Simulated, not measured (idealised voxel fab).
Process module heading - voxel self aligned vias
Displayed cross-section: cut, width of 275 nm, square cells sized 5 nm.
How to read a cross-section here: the picture is a grid of square cells, written as bands going from the top down, and any band can span one or more rows of cells.
Band: top and bottom heights (nm) first, top before bottom; then materials from left to right, widths in nm. "throughout" marks a sole material filling the band edge to edge. "blank" denotes empty space.
Zero point of the height axis is 0; under it, received wafer = one material. Lowest band: continues down indefinitely, "0 -> down".
Read "30->40" as a graded width: first number on top, second number at the bottom, same change between each pair of neighbouring rows.
A step reported as "remains unaltered" is a step in which no cell of the cross-section changed.
The entry titled "Enclosed void catalog" provides the empty spaces that have no open way to the top, restricted to those of 8 cells or more. Each is presented as width x height at distance, the distance being measured from the left edge, with all three in nm.
Heads up: the bit after the settings on a step's line is the simulator's remark on that step.
If you see "overlay nm" on a step's line and that step has a mask, it's telling you how far right of where it was planned the mask ended up; a negative number means it went left instead.
Reading guide: pairs of cross-sections, before and after one process step; after view cut off at lowest changed band; step and settings listed under each pair. Pairs may stem from different runs of this module on the same starting wafer; continuity with the pair above only where the "Pre-step" entry states it.

Pre-step:
* 65 -> 60: TiN 85, blank 30, TiN 40, blank 30, TiN 90
* 60 -> 50: SiO2 80, TiN 5, blank 30, TiN 5, SiO2 30, TiN 5, blank 30, TiN 5, SiO2 85
* 50 -> 40: SiO2 80->85, TiN 10->5, blank 25, TiN 5, SiO2 30->35, TiN 10->5, blank 25, TiN 5, SiO2 85
* 40 -> 35: SiO2 85, TiN 35, SiO2 35, TiN 35, SiO2 85
* 35 -> 25: SiO2 85, TiN 5, W 25, TiN 5, SiO2 35, TiN 5, W 25, TiN 5, SiO2 85
* 25 -> 20: SiO2 85, TiN 35, SiO2 35, TiN 35, SiO2 85
* 20 -> 15: SiCN throughout
* 15 -> 0: SiO2 throughout
* 0 -> down: Si throughout
* Enclosed void catalog: none

Sectional Result:
* 75 -> 65: Cu throughout
* 65 -> 60: TiN 85, Cu 30, TiN 40, Cu 30, TiN 90
* 60 -> 50: SiO2 80, TiN 5, Cu 30, TiN 5, SiO2 30, TiN 5, Cu 30, TiN 5, SiO2 85
* 50 -> 40: SiO2 80->85, TiN 10->5, Cu 25, TiN 5, SiO2 30->35, TiN 10->5, Cu 25, TiN 5, SiO2 85
* Under 40: no change, same as before.
* Enclosed void catalog: none
The two cross-sections above are separated by a single process step, namely FILL_DEP [material Cu] [thk nm 10]

Pre-step: For the state before this step, see the after cross-section of the pair located directly above.

Sectional Result:
* 60 -> 50: SiO2 80, TiN 5, Cu 30, TiN 5, SiO2 30, TiN 5, Cu 30, TiN 5, SiO2 85
* Under 50: no change, same as before.
* Enclosed void catalog: none
The two cross-sections above are separated by a single process step, namely CMP [height nm 60]

Pre-step: For the state before this step, see the after cross-section of the pair located directly above.

Sectional Result:
* 65 -> 60: SiCN throughout
* Under 60: no change, same as before.
* Enclosed void catalog: none
The two cross-sections above are separated by a single process step, namely CONFORMAL_DEP [material SiCN] [thk nm 5]

Pre-step:
* 60 -> 45: aC throughout
* 45 -> 20: SiO2 throughout
* 20 -> 15: SiCN throughout
* 15 -> 0: SiO2 throughout
* 0 -> down: Si throughout
* Enclosed void catalog: none

Sectional Result:
* 90 -> 60: resist 80, blank 30, resist 40, blank 30, resist 95
* Under 60: no change, same as before.
* Enclosed void catalog: none
The two cross-sections above are separated by a single process step, namely PATTERN [tone open] [mask id LINES] [material resist] [width nm 30] [pitch nm 70] [thk nm 30] [overlay nm -5]

Pre-step: For the state before this step, see the after cross-section of the pair located directly above.

Sectional Result:
* 75 -> 60: resist 80, blank 30, resist 40, blank 30, resist 95
* 60 -> 45: aC 80, blank 30, aC 40, blank 30, aC 95
* Under 45: no change, same as before.
* Enclosed void catalog: none
The two cross-sections above are separated by a single process step, namely DIRECTIONAL_ETCH [etch materials aC] [depth nm 15]

Pre-step: For the state before this step, see the after cross-section of the pair located directly above.

Sectional Result:
* 60 -> 45: aC 80, blank 30, aC 40, blank 30, aC 95
* Under 45: no change, same as before.
* Enclosed void catalog: none
The two cross-sections above are separated by a single process step, namely STRIP [etch materials resist]

Pre-step: For the state before this step, see the after cross-section of the pair located directly above.

Sectional Result:
* 60 -> 45: aC 80, blank 30, aC 40, blank 30, aC 95
* 45 -> 20: SiO2 80, blank 30, SiO2 40, blank 30, SiO2 95
* Under 20: no change, same as before.
* Enclosed void catalog: none
The two cross-sections above are separated by a single process step, namely DIRECTIONAL_ETCH [etch materials SiO2] [depth nm 25]

Pre-step: For the state before this step, see the after cross-section of the pair located directly above.

Sectional Result:
* 45 -> 20: SiO2 80, blank 30, SiO2 40, blank 30, SiO2 95
* Under 20: no change, same as before.
* Enclosed void catalog: none
The two cross-sections above are separated by a single process step, namely STRIP [etch materials aC]

Pre-step: For the state before this step, see the after cross-section of the pair located directly above.

Sectional Result:
* 50 -> 45: TiN 85, blank 20, TiN 50, blank 20, TiN 100
* 45 -> 25: SiO2 80, TiN 5, blank 20, TiN 5, SiO2 40, TiN 5, blank 20, TiN 5, SiO2 95
* 25 -> 20: SiO2 80, TiN 30, SiO2 40, TiN 30, SiO2 95
* Under 20: no change, same as before.
* Enclosed void catalog: none
The two cross-sections above are separated by a single process step, namely CONFORMAL_DEP [material TiN] [thk nm 5]

Pre-step: For the state before this step, see the after cross-section of the pair located directly above.

Sectional Result:
* 55 -> 50: W throughout
* 50 -> 45: TiN 85, W 20, TiN 50, W 20, TiN 100
* 45 -> 25: SiO2 80, TiN 5, W 20, TiN 5, SiO2 40, TiN 5, W 20, TiN 5, SiO2 95
* Under 25: no change, same as before.
* Enclosed void catalog: none
The two cross-sections above are separated by a single process step, namely FILL_DEP [material W] [thk nm 5]

Pre-step: For the state before this step, see the after cross-section of the pair located directly above.

Sectional Result:
* 45 -> 25: SiO2 80, TiN 5, W 20, TiN 5, SiO2 40, TiN 5, W 20, TiN 5, SiO2 95
* Under 25: no change, same as before.
* Enclosed void catalog: none
The two cross-sections above are separated by a single process step, namely CMP [height nm 45]

Pre-step: For the state before this step, see the after cross-section of the pair located directly above.

Sectional Result:
* 45 -> 35: SiO2 80, blank 30, SiO2 40, blank 30, SiO2 95
* Under 35: no change, same as before.
* Enclosed void catalog: none
The two cross-sections above are separated by a single process step, namely SELECTIVE_ETCH [etch materials W Ru TiN] [depth nm 10]

Pre-step: For the state before this step, see the after cross-section of the pair located directly above.

Sectional Result:
* 55 -> 45: SiN throughout
* 45 -> 35: SiO2 80, SiN 30, SiO2 40, SiN 30, SiO2 95
* Under 35: no change, same as before.
* Enclosed void catalog: none
The two cross-sections above are separated by a single process step, namely FILL_DEP [material SiN] [thk nm 10]

Pre-step: For the state before this step, see the after cross-section of the pair located directly above.

Sectional Result:
* 45 -> 35: SiO2 80, SiN 30, SiO2 40, SiN 30, SiO2 95
* Under 35: no change, same as before.
* Enclosed void catalog: none
The two cross-sections above are separated by a single process step, namely CMP [height nm 45]

Pre-step: For the state before this step, see the after cross-section of the pair located directly above.

Sectional Result:
* 60 -> 45: SiO2 throughout
* Under 45: no change, same as before.
* Enclosed void catalog: none
The two cross-sections above are separated by a single process step, namely DIRECTIONAL_DEP [material SiO2] [thk nm 15]

Pre-step: For the state before this step, see the after cross-section of the pair located directly above.

Sectional Result:
* 75 -> 60: resist 80, blank 40, resist 30, blank 40, resist 85
* Under 60: no change, same as before.
* Enclosed void catalog: none
The two cross-sections above are separated by a single process step, namely PATTERN [tone open] [mask id VIAS] [material resist] [width nm 40] [pitch nm 70] [thk nm 15] [overlay nm 0]

Pre-step: For the state before this step, see the after cross-section of the pair located directly above.

Sectional Result:
* 75 -> 60: resist 80, blank 40, resist 30, blank 40, resist 85
* 60 -> 45: SiO2 80, blank 40, SiO2 30, blank 40, SiO2 85
* Under 45: no change, same as before.
* Enclosed void catalog: none
The two cross-sections above are separated by a single process step, namely DIRECTIONAL_ETCH [etch materials SiO2] [depth nm 15]

Pre-step: For the state before this step, see the after cross-section of the pair located directly above.

Sectional Result:
* 75 -> 60: resist 80, blank 40, resist 30, blank 40, resist 85
* 60 -> 45: SiO2 80, blank 40, SiO2 30, blank 40, SiO2 85
* 45 -> 35: SiO2 80, blank 30, SiO2 40, blank 30, SiO2 95
* Under 35: no change, same as before.
* Enclosed void catalog: none
The two cross-sections above are separated by a single process step, namely DIRECTIONAL_ETCH [etch materials SiN] [depth nm 10]

Pre-step: For the state before this step, see the after cross-section of the pair located directly above.

Sectional Result:
* 60 -> 45: SiO2 80, blank 40, SiO2 30, blank 40, SiO2 85
* Under 45: no change, same as before.
* Enclosed void catalog: none
The two cross-sections above are separated by a single process step, namely STRIP [etch materials resist]

Pre-step: For the state before this step, see the after cross-section of the pair located directly above.

Sectional Result:
* 65 -> 60: TiN 85, blank 30, TiN 40, blank 30, TiN 90
* 60 -> 50: SiO2 80, TiN 5, blank 30, TiN 5, SiO2 30, TiN 5, blank 30, TiN 5, SiO2 85
* 50 -> 40: SiO2 80, TiN 5, blank 20, TiN 15->5, SiO2 30->40, TiN 5, blank 20, TiN 15->5, SiO2 85->95
* 40 -> 35: SiO2 80, TiN 30, SiO2 40, TiN 30, SiO2 95
* Under 35: no change, same as before.
* Enclosed void catalog: none
The two cross-sections above are separated by a single process step, namely CONFORMAL_DEP [material TiN] [thk nm 5]

Pre-step: For the state before this step, see the after cross-section of the pair located directly above.

Sectional Result:
* 75 -> 65: Cu throughout
* 65 -> 60: TiN 85, Cu 30, TiN 40, Cu 30, TiN 90
* 60 -> 50: SiO2 80, TiN 5, Cu 30, TiN 5, SiO2 30, TiN 5, Cu 30, TiN 5, SiO2 85
* 50 -> 40: SiO2 80, TiN 5, Cu 20, TiN 15->5, SiO2 30->40, TiN 5, Cu 20, TiN 15->5, SiO2 85->95
* Under 40: no change, same as before.
* Enclosed void catalog: none
The two cross-sections above are separated by a single process step, namely FILL_DEP [material Cu] [thk nm 10]

Pre-step: For the state before this step, see the after cross-section of the pair located directly above.

Sectional Result:
* 60 -> 50: SiO2 80, TiN 5, Cu 30, TiN 5, SiO2 30, TiN 5, Cu 30, TiN 5, SiO2 85
* Under 50: no change, same as before.
* Enclosed void catalog: none
The two cross-sections above are separated by a single process step, namely CMP [height nm 60]

Pre-step: For the state before this step, see the after cross-section of the pair located directly above.

Sectional Result:
* 65 -> 60: SiCN throughout
* Under 60: no change, same as before.
* Enclosed void catalog: none
The two cross-sections above are separated by a single process step, namely CONFORMAL_DEP [material SiCN] [thk nm 5]

Pre-step:
* 45 -> 35: SiO2 85, blank 30, SiO2 40, blank 30, SiO2 90
* 35 -> 25: SiO2 85, TiN 5, W 20, TiN 5, SiO2 40, TiN 5, W 20, TiN 5, SiO2 90
* 25 -> 20: SiO2 85, TiN 30, SiO2 40, TiN 30, SiO2 90
* 20 -> 15: SiCN throughout
* 15 -> 0: SiO2 throughout
* 0 -> down: Si throughout
* Enclosed void catalog: none

Sectional Result:
* 55 -> 45: Ru throughout
* 45 -> 35: SiO2 85, Ru 30, SiO2 40, Ru 30, SiO2 90
* Under 35: no change, same as before.
* Enclosed void catalog: none
The two cross-sections above are separated by a single process step, namely FILL_DEP [material Ru] [thk nm 10]

Pre-step: For the state before this step, see the after cross-section of the pair located directly above.

Sectional Result:
* 45 -> 35: SiO2 85, Ru 30, SiO2 40, Ru 30, SiO2 90
* Under 35: no change, same as before.
* Enclosed void catalog: none
The two cross-sections above are separated by a single process step, namely CMP [height nm 45]

Pre-step: For the state before this step, see the after cross-section of the pair located directly above.

Sectional Result:
* 60 -> 45: SiO2 throughout
* Under 45: no change, same as before.
* Enclosed void catalog: none
The two cross-sections above are separated by a single process step, namely DIRECTIONAL_DEP [material SiO2] [thk nm 15]

Pre-step: For the state before this step, see the after cross-section of the pair located directly above.

Sectional Result:
* 75 -> 60: resist 80, blank 40, resist 30, blank 40, resist 85
* Under 60: no change, same as before.
* Enclosed void catalog: none
The two cross-sections above are separated by a single process step, namely PATTERN [tone open] [mask id VIAS] [material resist] [width nm 40] [pitch nm 70] [thk nm 15] [overlay nm 0]

Pre-step: For the state before this step, see the after cross-section of the pair located directly above.

Sectional Result:
* 75 -> 60: resist 80, blank 40, resist 30, blank 40, resist 85
* 60 -> 45: SiO2 80, blank 40, SiO2 30, blank 40, SiO2 85
* Under 45: no change, same as before.
* Enclosed void catalog: none
The two cross-sections above are separated by a single process step, namely DIRECTIONAL_ETCH [etch materials SiO2] [depth nm 15]

Pre-step: For the state before this step, see the after cross-section of the pair located directly above.

Sectional Result:
* 60 -> 45: SiO2 80, blank 40, SiO2 30, blank 40, SiO2 85
* Under 45: no change, same as before.
* Enclosed void catalog: none
The two cross-sections above are separated by a single process step, namely STRIP [etch materials resist]

Pre-step: For the state before this step, see the after cross-section of the pair located directly above.

Sectional Result:
* 65 -> 60: TiN 85, blank 30, TiN 40, blank 30, TiN 90
* 60 -> 50: SiO2 80, TiN 5, blank 30, TiN 5, SiO2 30, TiN 5, blank 30, TiN 5, SiO2 85
* 50 -> 45: SiO2 80, TiN 40, SiO2 30, TiN 40, SiO2 85
* Under 45: no change, same as before.
* Enclosed void catalog: none
The two cross-sections above are separated by a single process step, namely CONFORMAL_DEP [material TiN] [thk nm 5]

Pre-step: For the state before this step, see the after cross-section of the pair located directly above.

Sectional Result:
* 75 -> 65: Cu throughout
* 65 -> 60: TiN 85, Cu 30, TiN 40, Cu 30, TiN 90
* 60 -> 50: SiO2 80, TiN 5, Cu 30, TiN 5, SiO2 30, TiN 5, Cu 30, TiN 5, SiO2 85
* Under 50: no change, same as before.
* Enclosed void catalog: none
The two cross-sections above are separated by a single process step, namely FILL_DEP [material Cu] [thk nm 10]

Pre-step: For the state before this step, see the after cross-section of the pair located directly above.

Sectional Result:
* 60 -> 50: SiO2 80, TiN 5, Cu 30, TiN 5, SiO2 30, TiN 5, Cu 30, TiN 5, SiO2 85
* Under 50: no change, same as before.
* Enclosed void catalog: none
The two cross-sections above are separated by a single process step, namely CMP [height nm 60]

Pre-step: For the state before this step, see the after cross-section of the pair located directly above.

Sectional Result:
* 65 -> 60: SiCN throughout
* Under 60: no change, same as before.
* Enclosed void catalog: none
The two cross-sections above are separated by a single process step, namely CONFORMAL_DEP [material SiCN] [thk nm 5]

Pre-step:
* 60 -> 45: aC throughout
* 45 -> 20: SiO2 throughout
* 20 -> 15: SiCN throughout
* 15 -> 0: SiO2 throughout
* 0 -> down: Si throughout
* Enclosed void catalog: none

Sectional Result:
* 90 -> 60: blank 85, resist 30, blank 40, resist 30, blank 90
* Under 60: no change, same as before.
* Enclosed void catalog: none
The two cross-sections above are separated by a single process step, namely PATTERN [tone cover] [mask id LINES] [material resist] [width nm 30] [pitch nm 70] [thk nm 30] [overlay nm 0]

Pre-step: For the state before this step, see the after cross-section of the pair located directly above.

Sectional Result:
* 75 -> 60: blank 85, resist 30, blank 40, resist 30, blank 90
* 60 -> 45: blank 85, aC 30, blank 40, aC 30, blank 90
* Under 45: no change, same as before.
* Enclosed void catalog: none
The two cross-sections above are separated by a single process step, namely DIRECTIONAL_ETCH [etch materials aC] [depth nm 15]

Pre-step: For the state before this step, see the after cross-section of the pair located directly above.

Sectional Result:
* 60 -> 45: blank 85, aC 30, blank 40, aC 30, blank 90
* Under 45: no change, same as before.
* Enclosed void catalog: none
The two cross-sections above are separated by a single process step, namely STRIP [etch materials resist]

Pre-step: For the state before this step, see the after cross-section of the pair located directly above.

Sectional Result:
* 60 -> 45: blank 85, aC 30, blank 40, aC 30, blank 90
* 45 -> 20: blank 85, SiO2 30, blank 40, SiO2 30, blank 90
* Under 20: no change, same as before.
* Enclosed void catalog: none
The two cross-sections above are separated by a single process step, namely DIRECTIONAL_ETCH [etch materials SiO2] [depth nm 25]

Pre-step: For the state before this step, see the after cross-section of the pair located directly above.

Sectional Result:
* 45 -> 20: blank 85, SiO2 30, blank 40, SiO2 30, blank 90
* Under 20: no change, same as before.
* Enclosed void catalog: none
The two cross-sections above are separated by a single process step, namely STRIP [etch materials aC]

Pre-step: For the state before this step, see the after cross-section of the pair located directly above.

Sectional Result:
* 50 -> 45: blank 80, TiN 40, blank 30, TiN 40, blank 85
* 45 -> 25: blank 80, TiN 5, SiO2 30, TiN 5, blank 30, TiN 5, SiO2 30, TiN 5, blank 85
* 25 -> 20: TiN 85, SiO2 30, TiN 40, SiO2 30, TiN 90
* Under 20: no change, same as before.
* Enclosed void catalog: none
The two cross-sections above are separated by a single process step, namely CONFORMAL_DEP [material TiN] [thk nm 5]

Pre-step: For the state before this step, see the after cross-section of the pair located directly above.

Sectional Result:
* 55 -> 50: W throughout
* 50 -> 45: W 80, TiN 40, W 30, TiN 40, W 85
* 45 -> 25: W 80, TiN 5, SiO2 30, TiN 5, W 30, TiN 5, SiO2 30, TiN 5, W 85
* Under 25: no change, same as before.
* Enclosed void catalog: none
The two cross-sections above are separated by a single process step, namely FILL_DEP [material W] [thk nm 5]

Pre-step: For the state before this step, see the after cross-section of the pair located directly above.

Sectional Result:
* 45 -> 25: W 80, TiN 5, SiO2 30, TiN 5, W 30, TiN 5, SiO2 30, TiN 5, W 85
* Under 25: no change, same as before.
* Enclosed void catalog: none
The two cross-sections above are separated by a single process step, namely CMP [height nm 45]

Pre-step: For the state before this step, see the after cross-section of the pair located directly above.

Sectional Result:
* 45 -> 35: blank 85, SiO2 30, blank 40, SiO2 30, blank 90
* Under 35: no change, same as before.
* Enclosed void catalog: none
The two cross-sections above are separated by a single process step, namely SELECTIVE_ETCH [etch materials W Ru TiN] [depth nm 10]

Pre-step: For the state before this step, see the after cross-section of the pair located directly above.

Sectional Result:
* 55 -> 45: SiN throughout
* 45 -> 35: SiN 85, SiO2 30, SiN 40, SiO2 30, SiN 90
* Under 35: no change, same as before.
* Enclosed void catalog: none
The two cross-sections above are separated by a single process step, namely FILL_DEP [material SiN] [thk nm 10]

Pre-step: For the state before this step, see the after cross-section of the pair located directly above.

Sectional Result:
* 45 -> 35: SiN 85, SiO2 30, SiN 40, SiO2 30, SiN 90
* Under 35: no change, same as before.
* Enclosed void catalog: none
The two cross-sections above are separated by a single process step, namely CMP [height nm 45]

Pre-step: For the state before this step, see the after cross-section of the pair located directly above.

Sectional Result:
* 60 -> 45: SiO2 throughout
* Under 45: no change, same as before.
* Enclosed void catalog: none
The two cross-sections above are separated by a single process step, namely DIRECTIONAL_DEP [material SiO2] [thk nm 15]

Pre-step: For the state before this step, see the after cross-section of the pair located directly above.

Sectional Result:
* 75 -> 60: resist 80, blank 40, resist 30, blank 40, resist 85
* Under 60: no change, same as before.
* Enclosed void catalog: none
The two cross-sections above are separated by a single process step, namely PATTERN [tone open] [mask id VIAS] [material resist] [width nm 40] [pitch nm 70] [thk nm 15] [overlay nm 0]

Pre-step: For the state before this step, see the after cross-section of the pair located directly above.

Sectional Result:
* 75 -> 60: resist 80, blank 40, resist 30, blank 40, resist 85
* 60 -> 45: SiO2 80, blank 40, SiO2 30, blank 40, SiO2 85
* Under 45: no change, same as before.
* Enclosed void catalog: none
The two cross-sections above are separated by a single process step, namely DIRECTIONAL_ETCH [etch materials SiO2] [depth nm 15]

Pre-step: For the state before this step, see the after cross-section of the pair located directly above.

Sectional Result:
* 75 -> 60: resist 80, blank 40, resist 30, blank 40, resist 85
* 60 -> 45: SiO2 80, blank 40, SiO2 30, blank 40, SiO2 85
* 45 -> 35: SiN 80, blank 5, SiO2 30, blank 5, SiN 30, blank 5, SiO2 30, blank 5, SiN 85
* Under 35: no change, same as before.
* Enclosed void catalog: none
The two cross-sections above are separated by a single process step, namely DIRECTIONAL_ETCH [etch materials SiN] [depth nm 10]

Pre-step: For the state before this step, see the after cross-section of the pair located directly above.

Sectional Result:
* 60 -> 45: SiO2 80, blank 40, SiO2 30, blank 40, SiO2 85
* Under 45: no change, same as before.
* Enclosed void catalog: none
The two cross-sections above are separated by a single process step, namely STRIP [etch materials resist]

Pre-step: For the state before this step, see the after cross-section of the pair located directly above.

Sectional Result:
* 65 -> 60: TiN 85, blank 30, TiN 40, blank 30, TiN 90
* 60 -> 50: SiO2 80, TiN 5, blank 30, TiN 5, SiO2 30, TiN 5, blank 30, TiN 5, SiO2 85
* 50 -> 45: SiO2 80, TiN 40, SiO2 30, TiN 40, SiO2 85
* 45 -> 35: SiN 80, TiN 5, SiO2 30, TiN 5, SiN 30, TiN 5, SiO2 30, TiN 5, SiN 85
* Under 35: no change, same as before.
* Enclosed void catalog: none
The two cross-sections above are separated by a single process step, namely CONFORMAL_DEP [material TiN] [thk nm 5]

Pre-step: For the state before this step, see the after cross-section of the pair located directly above.

Sectional Result:
* 75 -> 65: Cu throughout
* 65 -> 60: TiN 85, Cu 30, TiN 40, Cu 30, TiN 90
* 60 -> 50: SiO2 80, TiN 5, Cu 30, TiN 5, SiO2 30, TiN 5, Cu 30, TiN 5, SiO2 85
* Under 50: no change, same as before.
* Enclosed void catalog: none
The two cross-sections above are separated by a single process step, namely FILL_DEP [material Cu] [thk nm 10]

Pre-step: For the state before this step, see the after cross-section of the pair located directly above.

Sectional Result:
* 60 -> 50: SiO2 80, TiN 5, Cu 30, TiN 5, SiO2 30, TiN 5, Cu 30, TiN 5, SiO2 85
* Under 50: no change, same as before.
* Enclosed void catalog: none
The two cross-sections above are separated by a single process step, namely CMP [height nm 60]

Pre-step: For the state before this step, see the after cross-section of the pair located directly above.

Sectional Result:
* 65 -> 60: SiCN throughout
* Under 60: no change, same as before.
* Enclosed void catalog: none
The two cross-sections above are separated by a single process step, namely CONFORMAL_DEP [material SiCN] [thk nm 5]
